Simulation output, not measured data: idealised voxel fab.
process module | voxel wiring stack
cross-section cut | 245 nm wide | cells 5 nm
A cross-section is a grid of square cells, given in bands from the top down. A band is one or more rows of cells.
Each band's line starts with the height of the band's top and of its bottom, in nm. Then come its materials from left to right, each with its width in nm. One material with "throughout" fills the band from edge to edge. "air" is empty space.
Height 0 is the level under which the wafer as received is all one material. The lowest band goes on downwards, as in "0 down".
A width such as "30 to 40" changes by the same amount from each row of cells to the next, from the band's top row to its bottom row.
"no change" after a step means that no cell of the cross-section changed.
closed voids: empty space of 8 cells or more with no open way to the top, each as width x height at its distance from the left edge, in nm
after a step's settings: what the simulator itself notes on the step
overlay nm, on a step with a mask: how far to the right of its planned place the mask lay; to the left if negative
plan
1 op RECEIVE | material Si
2 op CONFORMAL_DEP | material SiO2 | thk nm 15
3 op CONFORMAL_DEP | material SiN | thk nm 5
4 op DIRECTIONAL_DEP | material SiO2 | thk nm 20
5 op PATTERN | tone open | mask id METAL_1 | material resist | width nm 30 | pitch nm 50 | thk nm 15 | overlay nm 0
6 op DIRECTIONAL_ETCH | etch materials SiO2 | depth nm 20
7 op DIRECTIONAL_ETCH | etch materials SiN | depth nm 5
8 op STRIP | etch materials resist
9 op CONFORMAL_DEP | material TiN | thk nm 5
10 op FILL_DEP | material W | thk nm 10
11 op CMP | height nm 40
12 op CONFORMAL_DEP | material SiCN | thk nm 5
13 op DIRECTIONAL_DEP | material SiO2 | thk nm 20
14 op DIRECTIONAL_DEP | material aC | thk nm 15
15 op PATTERN | tone open | mask id PLUG_1 | material resist | width nm 15 | pitch nm 50 | thk nm 30 | overlay nm 0
16 op DIRECTIONAL_ETCH | etch materials aC | depth nm 15
17 op STRIP | etch materials resist
18 op DIRECTIONAL_ETCH | etch materials SiO2 | depth nm 20
19 op DIRECTIONAL_ETCH | etch materials SiCN | depth nm 5
20 op STRIP | etch materials aC
21 op CONFORMAL_DEP | material TiN | thk nm 5
22 op FILL_DEP | material Cu | thk nm 5
23 op CMP | height nm 65
24 op DIRECTIONAL_DEP | material TiN | thk nm 5
25 op DIRECTIONAL_DEP | material Ru | thk nm 15
26 op MASKED_ETCH | tone cover | mask id METAL_2 | width nm 30 | pitch nm 50 | etch materials Ru | depth nm 15 | overlay nm 0
27 op MASKED_ETCH | tone cover | mask id METAL_2 | width nm 30 | pitch nm 50 | etch materials TiN | depth nm 5 | overlay nm 0
28 op FILL_DEP | material SiO2 | thk nm 10
29 op CMP | height nm 85
30 op CONFORMAL_DEP | material SiCN | thk nm 5
31 op DIRECTIONAL_DEP | material lowk | thk nm 10
32 op MASKED_ETCH | tone open | mask id PLUG_2 | width nm 15 | pitch nm 50 | etch materials lowk | depth nm 10 | overlay nm 0
33 op MASKED_ETCH | tone open | mask id PLUG_2 | width nm 15 | pitch nm 50 | etch materials SiCN | depth nm 5 | overlay nm 0
34 op EPI | material Ru | thk nm 10
35 op EPI | material Ru | thk nm 5
36 op DIRECTIONAL_DEP | material TiN | thk nm 5
37 op DIRECTIONAL_DEP | material W | thk nm 20
38 op PATTERN | tone cover | mask id METAL_3 | material resist | width nm 30 | pitch nm 50 | thk nm 15 | overlay nm 0
39 op DIRECTIONAL_ETCH | etch materials W | depth nm 20
40 op DIRECTIONAL_ETCH | etch materials TiN | depth nm 5
41 op STRIP | etch materials resist
42 op CONFORMAL_DEP | material SiCN | thk nm 5
43 op FILL_DEP | material SiO2 | thk nm 5
44 op CMP | height nm 125
45 op CONFORMAL_DEP | material SiN | thk nm 5
as received, after step 1
  0 down: Si throughout
  closed voids: none
first wafer at the end, as planned
  130 to 125: SiN throughout
  125 to 105: SiO2 50 | SiCN 5 | W 30 | SiCN 5 | SiO2 10 | SiCN 5 | W 30 | SiCN 5 | SiO2 10 | SiCN 5 | W 30 | SiCN 5 | SiO2 55
  105 to 100: SiCN 55 | TiN 30 | SiCN 20 | TiN 30 | SiCN 20 | TiN 30 | SiCN 60
  100 to 90: lowk 55 | Ru 15 | lowk 35 | Ru 15 | lowk 35 | Ru 15 | lowk 75
  90 to 85: SiCN 55 | Ru 15 | SiCN 35 | Ru 15 | SiCN 35 | Ru 15 | SiCN 75
  85 to 70: SiO2 55 | Ru 30 | SiO2 20 | Ru 30 | SiO2 20 | Ru 30 | SiO2 60
  70 to 65: SiO2 55 | TiN 30 | SiO2 20 | TiN 30 | SiO2 20 | TiN 30 | SiO2 60
  65 to 45: SiO2 55 | TiN 5 | Cu 5 | TiN 5 | SiO2 35 | TiN 5 | Cu 5 | TiN 5 | SiO2 35 | TiN 5 | Cu 5 | TiN 5 | SiO2 75
  45 to 40: SiCN 55 | TiN 15 | SiCN 35 | TiN 15 | SiCN 35 | TiN 15 | SiCN 75
  40 to 20: SiO2 55 | TiN 5 | W 20 | TiN 5 | SiO2 20 | TiN 5 | W 20 | TiN 5 | SiO2 20 | TiN 5 | W 20 | TiN 5 | SiO2 60
  20 to 15: SiN 55 | TiN 30 | SiN 20 | TiN 30 | SiN 20 | TiN 30 | SiN 60
  15 to 0: SiO2 throughout
  0 down: Si throughout
  closed voids: none
second wafer at the end: like start, like plan, one mistake
  130 to 125: SiN throughout
  125 to 105: SiO2 50 | SiCN 5 | W 30 | SiCN 5 | SiO2 10 | SiCN 5 | W 30 | SiCN 5 | SiO2 10 | SiCN 5 | W 30 | SiCN 5 | SiO2 55
  105 to 100: SiCN 55 | TiN 30 | SiCN 20 | TiN 30 | SiCN 20 | TiN 30 | SiCN 60
  100 to 90: lowk 55 | Ru 15 | lowk 35 | Ru 15 | lowk 35 | Ru 15 | lowk 75
  90 to 85: SiCN 55 | Ru 15 | SiCN 35 | Ru 15 | SiCN 35 | Ru 15 | SiCN 75
  85 to 70: SiO2 55 | Ru 30 | SiO2 20 | Ru 30 | SiO2 20 | Ru 30 | SiO2 60
  70 to 65: SiO2 55 | TiN 30 | SiO2 20 | TiN 30 | SiO2 20 | TiN 30 | SiO2 60
  65 to 45: SiO2 55 | TiN 5 | Cu 5 | TiN 5 | SiO2 35 | TiN 5 | Cu 5 | TiN 5 | SiO2 35 | TiN 5 | Cu 5 | TiN 5 | SiO2 75
  45 to 40: SiCN 55 | TiN 15 | SiCN 35 | TiN 15 | SiCN 35 | TiN 15 | SiCN 75
  40 to 35: TiN 60 | W 20 | TiN 30 | W 20 | TiN 30 | W 20 | TiN 65
  35 to 20: SiO2 55 | TiN 5 | W 20 | TiN 5 | SiO2 20 | TiN 5 | W 20 | TiN 5 | SiO2 20 | TiN 5 | W 20 | TiN 5 | SiO2 60
  20 to 15: SiO2 55 | TiN 30 | SiO2 20 | TiN 30 | SiO2 20 | TiN 30 | SiO2 60
  15 to 0: SiO2 throughout
  0 down: Si throughout
  closed voids: none
what went wrong: step 3 was left out
at the end the second wafer has, in cells: 31 fewer of SiN | 31 more of TiN
